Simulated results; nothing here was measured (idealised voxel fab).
voxel ribs on slabs: a process module
Displayed cross-section: cut, width of 150 nm, square cells sized 5 nm.
A cross-section is a grid of square cells, given in bands from the top down. A band is one or more rows of cells. The entry gives the band's vertical extent as a top height and a bottom height in nm, then its horizontal make-up as materials from left to right, each with a width in nm. "air" stands for empty space; a single material marked "edge to edge" fills the band edge to edge. Convention: height 0 is the level below which the wafer, as received, is all one material. The lowest band does not terminate at the bottom but continues downward, represented as "0..down". The notation "30 to 40" denotes a width that varies across the rows of cells in the band, beginning at the first number in the top row, finishing at the second number in the bottom row, and changing by an identical amount from each row to the next. "same as before" (step): cross-section cells unchanged, all of them. The list in "Fully sealed cavities" covers empty spaces of 8 cells or more that cannot reach the top through any open way, and it gives each as width x height at distance; the distance is from the left edge, and width, height and distance are in nm. The remark found on a step's line after its settings is issued by the simulator itself and pertains to that step. Among the settings permitted on a step's line is "overlay nm"; applied to a step with a mask, it specifies the extent to which the mask lay to the right of its planned position, whereas a negative figure signifies a position to the left.
Steps in the process plan:
1. RECEIVE with material Si
2. DIRECTIONAL_DEP with material SiO2, thk nm 25
3. DIRECTIONAL_DEP with material polySi, thk nm 25
4. MASKED_ETCH with tone cover, mask id RIB, width nm 20, etch materials polySi, depth nm 5, overlay nm 0
5. MASKED_ETCH with tone cover, mask id SLAB, width nm 50, etch materials polySi, depth nm 20, overlay nm 0
6. FILL_DEP with material SiO2, thk nm 25
7. CMP with height nm 65
8. DIRECTIONAL_DEP with material W, thk nm 5
9. DIRECTIONAL_DEP with material aC, thk nm 10
10. PATTERN with tone cover, mask id HEATER, material resist, width nm 30, thk nm 25, overlay nm 0
11. DIRECTIONAL_ETCH with etch materials aC, depth nm 10
12. STRIP with etch materials resist
13. DIRECTIONAL_ETCH with etch materials W, depth nm 5
14. STRIP with etch materials aC
15. CONFORMAL_DEP with material SiN, thk nm 5
The following pertains to the first of two wafers, which was processed as planned:
Cross-section: wafer on arrival = after step 1:
- 0..down = Si edge to edge
- Fully sealed cavities: none
Cross-sectional representation of the wafer at the conclusion of step 2:
- 25..0 = SiO2 edge to edge
- All layers under 0 are left as they were.
Cross-sectional representation of the wafer at the conclusion of step 3:
- 50..25 = polySi edge to edge
- All layers under 25 are left as they were.
Cross-sectional representation of the wafer at the conclusion of step 4:
- 50..45 = air: 65 / polySi: 20 / air: 65
- All layers under 45 are left as they were.
Cross-sectional representation of the wafer at the conclusion of step 5:
- 50..45 = air: 65 / polySi: 20 / air: 65
- 45..25 = air: 50 / polySi: 50 / air: 50
- All layers under 25 are left as they were.
Cross-sectional representation of the wafer at the conclusion of step 6:
- 75..50 = SiO2 edge to edge
- 50..45 = SiO2: 65 / polySi: 20 / SiO2: 65
- 45..25 = SiO2: 50 / polySi: 50 / SiO2: 50
- All layers under 25 are left as they were.
Cross-sectional representation of the wafer at the conclusion of step 7:
- 65..50 = SiO2 edge to edge
- All layers under 50 are left as they were.
Cross-sectional representation of the wafer at the conclusion of step 8:
- 70..65 = W edge to edge
- All layers under 65 are left as they were.
Cross-sectional representation of the wafer at the conclusion of step 9:
- 80..70 = aC edge to edge
- All layers under 70 are left as they were.
Cross-sectional representation of the wafer at the conclusion of step 10:
- 105..80 = air: 60 / resist: 30 / air: 60
- All layers under 80 are left as they were.
Cross-sectional representation of the wafer at the conclusion of step 11:
- 95..80 = air: 60 / resist: 30 / air: 60
- 80..70 = air: 60 / aC: 30 / air: 60
- All layers under 70 are left as they were.
Cross-sectional representation of the wafer at the conclusion of step 12:
- 80..70 = air: 60 / aC: 30 / air: 60
- All layers under 70 are left as they were.
Cross-sectional representation of the wafer at the conclusion of step 13:
- 80..70 = air: 60 / aC: 30 / air: 60
- 70..65 = air: 60 / W: 30 / air: 60
- All layers under 65 are left as they were.
Cross-sectional representation of the wafer at the conclusion of step 14:
- 70..65 = air: 60 / W: 30 / air: 60
- All layers under 65 are left as they were.
Cross-sectional representation of the wafer at the conclusion of step 15:
- 75..70 = air: 55 / SiN: 40 / air: 55
- 70..65 = SiN: 60 / W: 30 / SiN: 60
- All layers under 65 are left as they were.
The second wafer began exactly as the first did and followed the same plan, but one mistake was made while running it; through step 1 inclusive, the two wafers are identical:
when step 2 should have ended:
- 25..0 = polySi edge to edge
- All layers under 0 are left as they were.
when step 3 should have ended:
- 50..25 = SiO2 edge to edge
- All layers under 25 are left as they were.
when step 4 should have ended: same as before
when step 5 should have ended: same as before
when step 6 should have ended:
- 75..25 = SiO2 edge to edge
- All layers under 25 are left as they were.
when step 7 should have ended:
- 65..25 = SiO2 edge to edge
- All layers under 25 are left as they were.
when step 8 should have ended:
- 70..65 = W edge to edge
- All layers under 65 are left as they were.
when step 9 should have ended:
- 80..70 = aC edge to edge
- All layers under 70 are left as they were.
when step 10 should have ended:
- 105..80 = air: 60 / resist: 30 / air: 60
- All layers under 80 are left as they were.
when step 11 should have ended:
- 95..80 = air: 60 / resist: 30 / air: 60
- 80..70 = air: 60 / aC: 30 / air: 60
- All layers under 70 are left as they were.
when step 12 should have ended:
- 80..70 = air: 60 / aC: 30 / air: 60
- All layers under 70 are left as they were.
when step 13 should have ended:
- 80..70 = air: 60 / aC: 30 / air: 60
- 70..65 = air: 60 / W: 30 / air: 60
- All layers under 65 are left as they were.
when step 14 should have ended:
- 70..65 = air: 60 / W: 30 / air: 60
- All layers under 65 are left as they were.
when step 15 should have ended:
- 75..70 = air: 55 / SiN: 40 / air: 55
- 70..65 = SiN: 60 / W: 30 / SiN: 60
- All layers under 65 are left as they were.
Here's what went sideways: step 3 occupied the plan position of step 2, and the converse holds as well
It is noted that, at the conclusion of processing, the second wafer exhibits a higher or lower cell count for certain materials relative to the first: 106 fewer of SiO2; 106 more of polySi
